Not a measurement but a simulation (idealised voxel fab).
Presented below is a process module, voxel gate over fins.
It is cross-section cut that appears here, measuring 275 nm in width, its square cells being 5 nm in size.
We lay out every cross-section as a grid of square cells and spell it out in bands from the top down, where one band means one or more rows of cells. Look at the band entry: it leads with the top's height and the bottom's height in nm. Then it lists the materials left to right, with a width in nm for each. The word "all across" on a single material says that material fills the band edge to edge. The word "empty" is empty space. Beneath 0, the wafer as received is one material, and that level is where height counting begins. The lowest band goes on downward without a bottom; it is written like "top 0, no bottom". A width such as "30..40" changes by the same amount from each row of cells to the next, from the band's top row to its bottom row. You'll sometimes find "nothing altered" written for a step, and that's the way of saying that nowhere in the cross-section did a cell change during that step. You'll see "Enclosed void list" listing empty spaces that have no way open to the top, as long as they're 8 cells or more; the notation is width x height at distance, where the distance is from the left edge, and all of it is in nm. On each step's line, the part that comes after the settings is the simulator's own comment on the step. What "overlay nm" on a step's line means: if the step has a mask, that mask lay this far to the right of its planned place, or, when the value is negative, to the left.
So here's the lineup of process steps we planned
1,RECEIVE [material Si]
2,CONFORMAL_DEP [material SiN] [thk nm 10]
3,DIRECTIONAL_DEP [material aC] [thk nm 10]
4,PATTERN [tone cover] [mask id FINS] [material resist] [width nm 15] [pitch nm 55] [thk nm 30] [overlay nm 0]
5,DIRECTIONAL_ETCH [etch materials aC] [depth nm 10]
6,STRIP [etch materials resist]
7,DIRECTIONAL_ETCH [etch materials SiN] [depth nm 10]
8,DIRECTIONAL_ETCH [etch materials Si] [depth nm 40]
9,STRIP [etch materials aC]
10,FILL_DEP [material SiO2] [thk nm 10]
11,CMP [height nm 10]
12,PATTERN [tone open] [mask id RAIL] [material resist] [width nm 15] [thk nm 20] [overlay nm 0]
13,DIRECTIONAL_ETCH [etch materials SiO2] [depth nm 45]
14,STRIP [etch materials resist]
15,CONFORMAL_DEP [material TiN] [thk nm 5]
16,FILL_DEP [material W] [thk nm 5]
17,CMP [height nm 10]
18,SELECTIVE_ETCH [etch materials W Ru TiN] [depth nm 30]
19,FILL_DEP [material SiO2] [thk nm 5]
20,CMP [height nm 10]
21,SELECTIVE_ETCH [etch materials SiO2] [depth nm 25]
22,STRIP [etch materials SiN]
23,CONFORMAL_DEP [material HfO2] [thk nm 5]
24,CONFORMAL_DEP [material TiN] [thk nm 5]
25,FILL_DEP [material W] [thk nm 15]
26,CMP [height nm 20]
27,CONFORMAL_DEP [material SiCN] [thk nm 5]
First of the two wafers, run per plan
Wafer as received: cross-section following step 1
- top 0, no bottom: Si all across
- Enclosed void list: none
Cross-section: wafer state after step 2
- top 10, bottom 0: SiN all across
- Lower than 0, everything is as it was.
Cross-section: wafer state after step 3
- top 20, bottom 10: aC all across
- Lower than 10, everything is as it was.
Cross-section: wafer state after step 4
- top 50, bottom 20: empty: 75, resist: 15, empty: 40, resist: 15, empty: 40, resist: 15, empty: 75
- Lower than 20, everything is as it was.
Cross-section: wafer state after step 5
- top 40, bottom 20: empty: 75, resist: 15, empty: 40, resist: 15, empty: 40, resist: 15, empty: 75
- top 20, bottom 10: empty: 75, aC: 15, empty: 40, aC: 15, empty: 40, aC: 15, empty: 75
- Lower than 10, everything is as it was.
Cross-section: wafer state after step 6
- top 20, bottom 10: empty: 75, aC: 15, empty: 40, aC: 15, empty: 40, aC: 15, empty: 75
- Lower than 10, everything is as it was.
Cross-section: wafer state after step 7
- top 20, bottom 10: empty: 75, aC: 15, empty: 40, aC: 15, empty: 40, aC: 15, empty: 75
- top 10, bottom 0: empty: 75, SiN: 15, empty: 40, SiN: 15, empty: 40, SiN: 15, empty: 75
- Lower than 0, everything is as it was.
Cross-section: wafer state after step 8
- top 20, bottom 10: empty: 75, aC: 15, empty: 40, aC: 15, empty: 40, aC: 15, empty: 75
- top 10, bottom 0: empty: 75, SiN: 15, empty: 40, SiN: 15, empty: 40, SiN: 15, empty: 75
- top 0, bottom -40: empty: 75, Si: 15, empty: 40, Si: 15, empty: 40, Si: 15, empty: 75
- Lower than -40, everything is as it was.
Cross-section: wafer state after step 9
- top 10, bottom 0: empty: 75, SiN: 15, empty: 40, SiN: 15, empty: 40, SiN: 15, empty: 75
- Lower than 0, everything is as it was.
Cross-section: wafer state after step 10
- top 20, bottom 10: SiO2 all across
- top 10, bottom 0: SiO2: 75, SiN: 15, SiO2: 40, SiN: 15, SiO2: 40, SiN: 15, SiO2: 75
- top 0, bottom -40: SiO2: 75, Si: 15, SiO2: 40, Si: 15, SiO2: 40, Si: 15, SiO2: 75
- Lower than -40, everything is as it was.
Cross-section: wafer state after step 11
- top 10, bottom 0: SiO2: 75, SiN: 15, SiO2: 40, SiN: 15, SiO2: 40, SiN: 15, SiO2: 75
- Lower than 0, everything is as it was.
Cross-section: wafer state after step 12
- top 30, bottom 10: resist: 100, empty: 15, resist: 160
- Lower than 10, everything is as it was.
Cross-section: wafer state after step 13
- top 30, bottom 10: resist: 100, empty: 15, resist: 160
- top 10, bottom 0: SiO2: 75, SiN: 15, SiO2: 10, empty: 15, SiO2: 15, SiN: 15, SiO2: 40, SiN: 15, SiO2: 75
- top 0, bottom -35: SiO2: 75, Si: 15, SiO2: 10, empty: 15, SiO2: 15, Si: 15, SiO2: 40, Si: 15, SiO2: 75
- Lower than -35, everything is as it was.
Cross-section: wafer state after step 14
- top 10, bottom 0: SiO2: 75, SiN: 15, SiO2: 10, empty: 15, SiO2: 15, SiN: 15, SiO2: 40, SiN: 15, SiO2: 75
- Lower than 0, everything is as it was.
Cross-section: wafer state after step 15
- top 15, bottom 10: TiN: 105, empty: 5, TiN: 165
- top 10, bottom 0: SiO2: 75, SiN: 15, SiO2: 10, TiN: 5, empty: 5, TiN: 5, SiO2: 15, SiN: 15, SiO2: 40, SiN: 15, SiO2: 75
- top 0, bottom -30: SiO2: 75, Si: 15, SiO2: 10, TiN: 5, empty: 5, TiN: 5, SiO2: 15, Si: 15, SiO2: 40, Si: 15, SiO2: 75
- top -30, bottom -35: SiO2: 75, Si: 15, SiO2: 10, TiN: 15, SiO2: 15, Si: 15, SiO2: 40, Si: 15, SiO2: 75
- Lower than -35, everything is as it was.
Cross-section: wafer state after step 16
- top 20, bottom 15: W all across
- top 15, bottom 10: TiN: 105, W: 5, TiN: 165
- top 10, bottom 0: SiO2: 75, SiN: 15, SiO2: 10, TiN: 5, W: 5, TiN: 5, SiO2: 15, SiN: 15, SiO2: 40, SiN: 15, SiO2: 75
- top 0, bottom -30: SiO2: 75, Si: 15, SiO2: 10, TiN: 5, W: 5, TiN: 5, SiO2: 15, Si: 15, SiO2: 40, Si: 15, SiO2: 75
- Lower than -30, everything is as it was.
Cross-section: wafer state after step 17
- top 10, bottom 0: SiO2: 75, SiN: 15, SiO2: 10, TiN: 5, W: 5, TiN: 5, SiO2: 15, SiN: 15, SiO2: 40, SiN: 15, SiO2: 75
- Lower than 0, everything is as it was.
Cross-section: wafer state after step 18
- top 10, bottom 0: SiO2: 75, SiN: 15, SiO2: 10, empty: 15, SiO2: 15, SiN: 15, SiO2: 40, SiN: 15, SiO2: 75
- top 0, bottom -20: SiO2: 75, Si: 15, SiO2: 10, empty: 15, SiO2: 15, Si: 15, SiO2: 40, Si: 15, SiO2: 75
- Lower than -20, everything is as it was.
Cross-section: wafer state after step 19
- top 15, bottom 10: SiO2 all across
- top 10, bottom 0: SiO2: 75, SiN: 15, SiO2: 40, SiN: 15, SiO2: 40, SiN: 15, SiO2: 75
- top 0, bottom -20: SiO2: 75, Si: 15, SiO2: 40, Si: 15, SiO2: 40, Si: 15, SiO2: 75
- Lower than -20, everything is as it was.
Cross-section: wafer state after step 20
- top 10, bottom 0: SiO2: 75, SiN: 15, SiO2: 40, SiN: 15, SiO2: 40, SiN: 15, SiO2: 75
- Lower than 0, everything is as it was.
Cross-section: wafer state after step 21
- top 10, bottom 0: empty: 75, SiN: 15, empty: 40, SiN: 15, empty: 40, SiN: 15, empty: 75
- top 0, bottom -15: empty: 75, Si: 15, empty: 40, Si: 15, empty: 40, Si: 15, empty: 75
- Lower than -15, everything is as it was.
Cross-section: wafer state after step 22
- top 0, bottom -15: empty: 75, Si: 15, empty: 40, Si: 15, empty: 40, Si: 15, empty: 75
- Lower than -15, everything is as it was.
Cross-section: wafer state after step 23
- top 5, bottom 0: empty: 70, HfO2: 25, empty: 30, HfO2: 25, empty: 30, HfO2: 25, empty: 70
- top 0, bottom -10: empty: 70, HfO2: 5, Si: 15, HfO2: 5, empty: 30, HfO2: 5, Si: 15, HfO2: 5, empty: 30, HfO2: 5, Si: 15, HfO2: 5, empty: 70
- top -10, bottom -15: HfO2: 75, Si: 15, HfO2: 40, Si: 15, HfO2: 40, Si: 15, HfO2: 75
- Lower than -15, everything is as it was.
Cross-section: wafer state after step 24
- top 10, bottom 5: empty: 65, TiN: 35, empty: 20, TiN: 35, empty: 20, TiN: 35, empty: 65
- top 5, bottom 0: empty: 65, TiN: 5, HfO2: 25, TiN: 5, empty: 20, TiN: 5, HfO2: 25, TiN: 5, empty: 20, TiN: 5, HfO2: 25, TiN: 5, empty: 65
- top 0, bottom -5: empty: 65, TiN: 5, HfO2: 5, Si: 15, HfO2: 5, TiN: 5, empty: 20, TiN: 5, HfO2: 5, Si: 15, HfO2: 5, TiN: 5, empty: 20, TiN: 5, HfO2: 5, Si: 15, HfO2: 5, TiN: 5, empty: 65
- top -5, bottom -10: TiN: 70, HfO2: 5, Si: 15, HfO2: 5, TiN: 30, HfO2: 5, Si: 15, HfO2: 5, TiN: 30, HfO2: 5, Si: 15, HfO2: 5, TiN: 70
- Lower than -10, everything is as it was.
Cross-section: wafer state after step 25
- top 25, bottom 10: W all across
- top 10, bottom 5: W: 65, TiN: 35, W: 20, TiN: 35, W: 20, TiN: 35, W: 65
- top 5, bottom 0: W: 65, TiN: 5, HfO2: 25, TiN: 5, W: 20, TiN: 5, HfO2: 25, TiN: 5, W: 20, TiN: 5, HfO2: 25, TiN: 5, W: 65
- top 0, bottom -5: W: 65, TiN: 5, HfO2: 5, Si: 15, HfO2: 5, TiN: 5, W: 20, TiN: 5, HfO2: 5, Si: 15, HfO2: 5, TiN: 5, W: 20, TiN: 5, HfO2: 5, Si: 15, HfO2: 5, TiN: 5, W: 65
- Lower than -5, everything is as it was.
Cross-section: wafer state after step 26
- top 20, bottom 10: W all across
- Lower than 10, everything is as it was.
Cross-section: wafer state after step 27
- top 25, bottom 20: SiCN all across
- Lower than 20, everything is as it was.
It is to be noted that the second wafer proceeded from the same initial state and according to the same plan as the first, although one mistake was committed in its execution; through step 22, inclusive, the two wafers share an identical history
when step 23 should have ended: nothing altered
When step 24 should have ended
- top 5, bottom 0: empty: 70, TiN: 25, empty: 30, TiN: 25, empty: 30, TiN: 25, empty: 70
- top 0, bottom -10: empty: 70, TiN: 5, Si: 15, TiN: 5, empty: 30, TiN: 5, Si: 15, TiN: 5, empty: 30, TiN: 5, Si: 15, TiN: 5, empty: 70
- top -10, bottom -15: TiN: 75, Si: 15, TiN: 40, Si: 15, TiN: 40, Si: 15, TiN: 75
- Lower than -15, everything is as it was.
When step 25 should have ended
- top 20, bottom 5: W all across
- top 5, bottom 0: W: 70, TiN: 25, W: 30, TiN: 25, W: 30, TiN: 25, W: 70
- top 0, bottom -10: W: 70, TiN: 5, Si: 15, TiN: 5, W: 30, TiN: 5, Si: 15, TiN: 5, W: 30, TiN: 5, Si: 15, TiN: 5, W: 70
- Lower than -10, everything is as it was.
when step 26 should have ended: nothing altered
When step 27 should have ended
- top 25, bottom 20: SiCN all across
- Lower than 20, everything is as it was.
Against the plan, the run slipped here: plan step 23: skipped, not run
Looking at both finished wafers in cells, the second ends up ahead of or behind the first on some materials: HfO2: 73 fewer, W: 73 more
